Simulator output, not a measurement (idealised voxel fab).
This section sets out a process module, namely voxel released beams.
Square cell edge 5 nm, section width 260 nm, ID cut.
Cross-section format: a grid of square cells, given as bands from top to bottom; each band is one or more rows of cells. In this notation a band is specified by the heights of its top and bottom, in that order and in nm, after which its materials appear from left to right, each paired with its width in nm. The word "all across" attached to a single material means that material fills the band from edge to edge; the word "air" stands for empty space. Heads up on the height convention: 0 is the point under which the incoming wafer is all one material, and the lowest band has no bottom, it just keeps going down, like "z 0 and below". A width such as "30->40" changes by the same amount from each row of cells to the next, from the band's top row to its bottom row. What does "no alteration" mean for a step? It means no cell of the cross-section changed in that step. Empty spaces counting at least 8 cells and having no open way to the top are listed in "Closed void entries". The notation width x height at distance is used for each, the distance being from the left edge and all three values in nm. Post-settings text on a step line: simulator's own remark regarding the step. The optional step-line setting "overlay nm" applies to steps with a mask and quantifies how far to the right of its planned location the mask lay, a negative value indicating leftward placement.
### The process steps that were planned are listed below
1 RECEIVE,material Si
2 CONFORMAL_DEP,material Al2O3,thk nm 5
3 DIRECTIONAL_DEP,material SiO2,thk nm 10
4 PATTERN,tone open,mask id ANCHOR,material resist,width nm 35,thk nm 20,overlay nm 0
5 DIRECTIONAL_ETCH,etch materials SiO2,depth nm 10
6 STRIP,etch materials resist
7 CONFORMAL_DEP,material SiN,thk nm 10
8 DIRECTIONAL_DEP,material aC,thk nm 15
9 PATTERN,tone cover,mask id BEAM,material resist,width nm 90,thk nm 35,overlay nm 0
10 DIRECTIONAL_ETCH,etch materials aC,depth nm 15
11 STRIP,etch materials resist
12 DIRECTIONAL_ETCH,etch materials SiN,depth nm 10
13 STRIP,etch materials aC
14 STRIP,etch materials SiO2
### Below: the first of two wafers, run as planned
### Cross-section, incoming material, after step 1
- z 0 and below: Si all across
- Closed void entries: none
### Wafer section view after processing step 2
- z 5 to 0: Al2O3 all across
- Lower than 0, everything is as it was.
### Wafer section view after processing step 3
- z 15 to 5: SiO2 all across
- Lower than 5, everything is as it was.
### Wafer section view after processing step 4
- z 35 to 15: resist 85, air 35, resist 140
- Lower than 15, everything is as it was.
### Wafer section view after processing step 5
- z 35 to 15: resist 85, air 35, resist 140
- z 15 to 5: SiO2 85, air 35, SiO2 140
- Lower than 5, everything is as it was.
### Wafer section view after processing step 6
- z 15 to 5: SiO2 85, air 35, SiO2 140
- Lower than 5, everything is as it was.
### Wafer section view after processing step 7
- z 25 to 15: SiN 95, air 15, SiN 150
- z 15 to 5: SiO2 85, SiN 35, SiO2 140
- Lower than 5, everything is as it was.
### Wafer section view after processing step 8
- z 40 to 30: aC 95, air 15, aC 150
- z 30 to 25: aC all across
- z 25 to 15: SiN 95, aC 15, SiN 150
- Lower than 15, everything is as it was.
### Wafer section view after processing step 9
- z 75 to 40: air 80, resist 90, air 90
- z 40 to 30: aC 95, resist 15, aC 150
- Lower than 30, everything is as it was.
### Wafer section view after processing step 10
- z 60 to 40: air 80, resist 90, air 90
- z 40 to 30: air 80, aC 15, resist 15, aC 60, air 90
- z 30 to 25: air 80, aC 90, air 90
- Lower than 25, everything is as it was.
### Wafer section view after processing step 11
- z 40 to 30: air 80, aC 15, air 15, aC 60, air 90
- Lower than 30, everything is as it was.
### Wafer section view after processing step 12
- z 40 to 30: air 80, aC 15, air 15, aC 60, air 90
- z 30 to 25: air 80, aC 90, air 90
- z 25 to 15: air 80, SiN 15, aC 15, SiN 60, air 90
- Lower than 15, everything is as it was.
### Wafer section view after processing step 13
- z 25 to 15: air 80, SiN 15, air 15, SiN 60, air 90
- Lower than 15, everything is as it was.
### Wafer section view after processing step 14
- z 25 to 15: air 80, SiN 15, air 15, SiN 60, air 90
- z 15 to 5: air 85, SiN 35, air 140
- Lower than 5, everything is as it was.
### The Second Wafer: Common Origin and Plan, One Mistake in Execution, Identical to the First Through Step 1
### Planned end of step 2: second wafer, cross-section
- z 10 to 0: SiO2 all across
- Lower than 0, everything is as it was.
### Planned end of step 3: second wafer, cross-section
- z 15 to 10: Al2O3 all across
- Lower than 10, everything is as it was.
### Planned end of step 4: second wafer, cross-section
- z 35 to 15: resist 85, air 35, resist 140
- Lower than 15, everything is as it was.
Planned end of step 5: second wafer, cross-section: no alteration
### Planned end of step 6: second wafer, cross-section
- z 15 to 10: Al2O3 all across
- Lower than 10, everything is as it was.
### Planned end of step 7: second wafer, cross-section
- z 25 to 15: SiN all across
- Lower than 15, everything is as it was.
### Planned end of step 8: second wafer, cross-section
- z 40 to 25: aC all across
- Lower than 25, everything is as it was.
### Planned end of step 9: second wafer, cross-section
- z 75 to 40: air 80, resist 90, air 90
- Lower than 40, everything is as it was.
### Planned end of step 10: second wafer, cross-section
- z 60 to 40: air 80, resist 90, air 90
- z 40 to 25: air 80, aC 90, air 90
- Lower than 25, everything is as it was.
### Planned end of step 11: second wafer, cross-section
- z 40 to 25: air 80, aC 90, air 90
- Lower than 25, everything is as it was.
### Planned end of step 12: second wafer, cross-section
- z 40 to 25: air 80, aC 90, air 90
- z 25 to 15: air 80, SiN 90, air 90
- Lower than 15, everything is as it was.
### Planned end of step 13: second wafer, cross-section
- z 25 to 15: air 80, SiN 90, air 90
- Lower than 15, everything is as it was.
Planned end of step 14: second wafer, cross-section: no alteration
Where did the run depart from the plan? steps 2 and 3 of the plan were each performed in the slot designated for the other
Final difference in cells, second wafer against first, listed per material as more or fewer: SiN -8, SiO2 +104
